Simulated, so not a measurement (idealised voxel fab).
The process module that follows is named voxel plated lines.
It is cross-section cut that appears here, measuring 210 nm in width, its square cells being 5 nm in size.
In what follows, cross-sections appear as grids of square cells, described through bands that run from the top down, where every band is one or more rows of cells.
In this notation a band is specified by the heights of its top and bottom, in that order and in nm, after which its materials appear from left to right, each paired with its width in nm. The word "full width" attached to a single material means that material fills the band from edge to edge; the word "empty" stands for empty space.
Counting heights begins at 0, where everything beneath is, in the wafer as received, one material. The lowest band has no bottom; it goes on downwards, as "top 0, no bottom" shows.
Width: "30..40" (first number = top row, second number = bottom row, same change from row to row of cells).
"everything unchanged" (step): cross-section cells unchanged, all of them.
Closed-off voids of 8+ cells (no open route to the top) go in "Closed void inventory", written width x height at distance from the left edge, in nm.
Whatever follows a step's settings on its line is a remark the simulator itself makes about that step.
For masked steps, "overlay nm" on the step line gives how far right of plan the mask actually lay; a minus sign means it lay to the left.
plan
1 RECEIVE (material Si)
2 CONFORMAL_DEP (material SiN; thk nm 10)
3 DIRECTIONAL_DEP (material TiN; thk nm 5)
4 PATTERN (tone open; mask id LINES; material resist; width nm 20; pitch nm 45; thk nm 30; overlay nm 0)
5 EPI (material Ru; thk nm 10)
6 EPI (material Ru; thk nm 10)
7 STRIP (etch materials resist)
8 DIRECTIONAL_ETCH (etch materials TiN; depth nm 5)
9 CONFORMAL_DEP (material SiCN; thk nm 5)
Cross-sectional view of the wafer in its as-received condition, corresponding to the state after step 1
  top 0, no bottom = Si full width
  Closed void inventory: none
The cross-section shown corresponds to the wafer at the conclusion of the module. The initial structure and the process plan are those presented above; however, one mistake occurred in executing the plan
  top 50, bottom 45 = 20 of empty | 30 of SiCN | 15 of empty | 30 of SiCN | 15 of empty | 30 of SiCN | 15 of empty | 30 of SiCN | 25 of empty
  top 45, bottom 25 = 20 of empty | 5 of SiCN | 20 of Ru | 5 of SiCN | 15 of empty | 5 of SiCN | 20 of Ru | 5 of SiCN | 15 of empty | 5 of SiCN | 20 of Ru | 5 of SiCN | 15 of empty | 5 of SiCN | 20 of Ru | 5 of SiCN | 25 of empty
  top 25, bottom 20 = 25 of SiCN | 20 of TiN | 25 of SiCN | 20 of TiN | 25 of SiCN | 20 of TiN | 25 of SiCN | 20 of TiN | 30 of SiCN
  top 20, bottom 10 = TiN full width
  top 10, bottom 0 = SiN full width
  top 0, no bottom = Si full width
  Closed void inventory: none
It is concluded that the wafer was processed incorrectly with respect to the plan, in that step 3 was processed under conditions differing from the plan, specifically as DIRECTIONAL_DEP (material TiN; thk nm 15)
